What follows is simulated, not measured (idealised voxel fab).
Process module in this document: voxel self aligned vias
The cross-section shown here is cut; it is 210 nm wide and divided into square cells measuring 5 nm on a side.
Format of a cross-section: grid, square cells. Given as bands. Order: top down. Band: one or more rows of cells.
Each band's line starts with the height of the band's top and of its bottom, in nm. Then come its materials from left to right, each with its width in nm. One material with "everywhere" fills the band from edge to edge. "air" is empty space.
Basically, 0 is our baseline, since under it the wafer straight out of the box is all one material. The bottom band has no lower end and keeps on going down, so it looks like "top 0, no bottom".
Top row gets the first number, bottom row gets the second, and each row in between changes by the same step: that is how a band width like "30 to 40" works.
When a step is marked "remains unaltered", none of the cells in the cross-section changed during that step.
"Voids, sealed": empty spaces of 8 cells or more with no open way to the top, each given as width x height at distance, distance from the left edge, all in nm.
The remark found on a step's line after its settings is issued by the simulator itself and pertains to that step.
When a step includes a mask, the "overlay nm" setting on its line states how far to the right of its planned place that mask lay, and negative values state how far to the left.
## Process steps (planned)
1: RECEIVE | material Si
2: CONFORMAL_DEP | material SiO2 | thk nm 15
3: CONFORMAL_DEP | material SiCN | thk nm 5
4: DIRECTIONAL_DEP | material lowk | thk nm 20
5: DIRECTIONAL_DEP | material aC | thk nm 10
6: PATTERN | tone open | mask id LINES | material resist | width nm 25 | pitch nm 65 | thk nm 25 | overlay nm 0
7: DIRECTIONAL_ETCH | etch materials aC | depth nm 10
8: STRIP | etch materials resist
9: DIRECTIONAL_ETCH | etch materials lowk | depth nm 20
10: STRIP | etch materials aC
11: CONFORMAL_DEP | material TiN | thk nm 5
12: FILL_DEP | material Ru | thk nm 10
13: CMP | height nm 40
14: SELECTIVE_ETCH | etch materials W Ru TiN | depth nm 10
15: FILL_DEP | material SiN | thk nm 10
16: CMP | height nm 40
17: DIRECTIONAL_DEP | material lowk | thk nm 15
18: PATTERN | tone open | mask id VIAS | material resist | width nm 45 | pitch nm 65 | thk nm 15 | overlay nm 0
19: DIRECTIONAL_ETCH | etch materials lowk | depth nm 15
20: DIRECTIONAL_ETCH | etch materials SiN | depth nm 10
21: STRIP | etch materials resist
22: CONFORMAL_DEP | material TiN | thk nm 5
23: FILL_DEP | material W | thk nm 5
24: CMP | height nm 55
25: CONFORMAL_DEP | material SiN | thk nm 5
## Cross-section of the wafer upon arrival, representing the state reached after step 1
	top 0, no bottom  Si everywhere
	Voids, sealed: none
## Cross-section taken at module completion on the first of two wafers; processed per the plan
	top 60, bottom 55  SiN everywhere
	top 55, bottom 45  lowk=15, then TiN=5, then W=35, then TiN=5, then lowk=20, then TiN=5, then W=35, then TiN=5, then lowk=20, then TiN=5, then W=35, then TiN=5, then lowk=20
	top 45, bottom 35  lowk=15 to 25, then TiN=15 to 5, then W=15, then TiN=15 to 5, then lowk=20 to 40, then TiN=15 to 5, then W=15, then TiN=15 to 5, then lowk=20 to 40, then TiN=15 to 5, then W=15, then TiN=15 to 5, then lowk=20 to 30
	top 35, bottom 30  lowk=25, then TiN=25, then lowk=40, then TiN=25, then lowk=40, then TiN=25, then lowk=30
	top 30, bottom 25  lowk=25, then TiN=5, then Ru=15, then TiN=5, then lowk=40, then TiN=5, then Ru=15, then TiN=5, then lowk=40, then TiN=5, then Ru=15, then TiN=5, then lowk=30
	top 25, bottom 20  lowk=25, then TiN=25, then lowk=40, then TiN=25, then lowk=40, then TiN=25, then lowk=30
	top 20, bottom 15  SiCN everywhere
	top 15, bottom 0  SiO2 everywhere
	top 0, no bottom  Si everywhere
	Voids, sealed: none
## Now the second wafer, cross-sectioned at the end of the module. Nothing different at the start, nothing different in the plan compared with the first, just one mistake when it was actually run
	top 60, bottom 55  SiN everywhere
	top 55, bottom 45  lowk=20, then TiN=5, then W=25, then TiN=5, then lowk=30, then TiN=5, then W=25, then TiN=5, then lowk=30, then TiN=5, then W=25, then TiN=5, then lowk=25
	top 45, bottom 35  lowk=20 to 25, then TiN=10 to 5, then W=15, then TiN=10 to 5, then lowk=30 to 40, then TiN=10 to 5, then W=15, then TiN=10 to 5, then lowk=30 to 40, then TiN=10 to 5, then W=15, then TiN=10 to 5, then lowk=25 to 30
	top 35, bottom 30  lowk=25, then TiN=25, then lowk=40, then TiN=25, then lowk=40, then TiN=25, then lowk=30
	top 30, bottom 25  lowk=25, then TiN=5, then Ru=15, then TiN=5, then lowk=40, then TiN=5, then Ru=15, then TiN=5, then lowk=40, then TiN=5, then Ru=15, then TiN=5, then lowk=30
	top 25, bottom 20  lowk=25, then TiN=25, then lowk=40, then TiN=25, then lowk=40, then TiN=25, then lowk=30
	top 20, bottom 15  SiCN everywhere
	top 15, bottom 0  SiO2 everywhere
	top 0, no bottom  Si everywhere
	Voids, sealed: none
The plan and the run diverged here: the process deviated at step 18: the operation and settings actually run there were PATTERN | tone open | mask id VIAS | material resist | width nm 35 | pitch nm 65 | thk nm 15 | overlay nm 0
Wrapping up, a cell-based count of both wafers puts the second over or under the first for these materials: -6 TiN, -12 W, +18 lowk
